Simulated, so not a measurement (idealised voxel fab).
Name of the process module below: voxel released beams
280 nm wide, 5 nm square cells: that's cross-section cut.
Square cells in a grid make up a cross-section in this document, and the grid is given as bands, listed from the top down, each one or more rows of cells.
The entry gives the band's vertical extent as a top height and a bottom height in nm, then its horizontal make-up as materials from left to right, each with a width in nm. "air" stands for empty space; a single material marked "full width" fills the band edge to edge.
Basically, 0 is our baseline, since under it the wafer straight out of the box is all one material. The bottom band has no lower end and keeps on going down, so it looks like "0 -> down".
When a width is written as two numbers, as in "30 to 40", the first number is the width in the top row of cells of the band and the second is the width in its bottom row, and the width changes by the same amount from each row to the next.
For the purposes of this document, the phrase "no alteration" attached to a step denotes that no cell within the cross-section was modified by that step.
Entry "Closed void roster". Content: empty spaces with no open connection to the top, size 8 cells or greater. Each: width x height at distance. Distance: from left edge. Unit: nm.
If you see something after the settings on a step's line, that's the simulator's own remark about that step.
The optional step-line setting "overlay nm" applies to steps with a mask and quantifies how far to the right of its planned location the mask lay, a negative value indicating leftward placement.

Steps planned for the process
1 op RECEIVE | material Si
2 op CONFORMAL_DEP | material SiN | thk nm 10
3 op DIRECTIONAL_DEP | material SiO2 | thk nm 15
4 op MASKED_ETCH | tone open | mask id ANCHOR | width nm 40 | etch materials SiO2 | depth nm 15 | overlay nm 0
5 op CONFORMAL_DEP | material W | thk nm 15
6 op DIRECTIONAL_DEP | material aC | thk nm 10
7 op PATTERN | tone cover | mask id BEAM | material resist | width nm 120 | thk nm 25 | overlay nm 0
8 op DIRECTIONAL_ETCH | etch materials aC | depth nm 10
9 op STRIP | etch materials resist
10 op DIRECTIONAL_ETCH | etch materials W | depth nm 15
11 op STRIP | etch materials aC
12 op STRIP | etch materials SiO2

Incoming wafer in cross-section (state: after step 1)
- 0 -> down = Si full width
- Closed void roster: none

Cross-sectional view of the first of the two wafers upon completion of the module, processed in accordance with the plan
- 40 -> 25 = air 75; W 20; air 10; W 90; air 85
- 25 -> 10 = air 80; W 40; air 160
- 10 -> 0 = SiN full width
- 0 -> down = Si full width
- Closed void roster: none

Cross-sectional image of the second wafer of the two following completion of the module. Starting state and process plan were the same as for the first wafer; one execution error occurred
- 50 -> 35 = air 75; W 120; air 85
- 35 -> 25 = W full width
- 25 -> 10 = SiO2 80; W 40; SiO2 160
- 10 -> 0 = SiN full width
- 0 -> down = Si full width
- Closed void roster: none
So what did we get wrong on this run? step 5 ran differently from the plan; actual operation with settings: op CONFORMAL_DEP | material W | thk nm 25
It is noted that, at the conclusion of processing, the second wafer exhibits a higher or lower cell count for certain materials relative to the first: +144 SiO2; +118 W
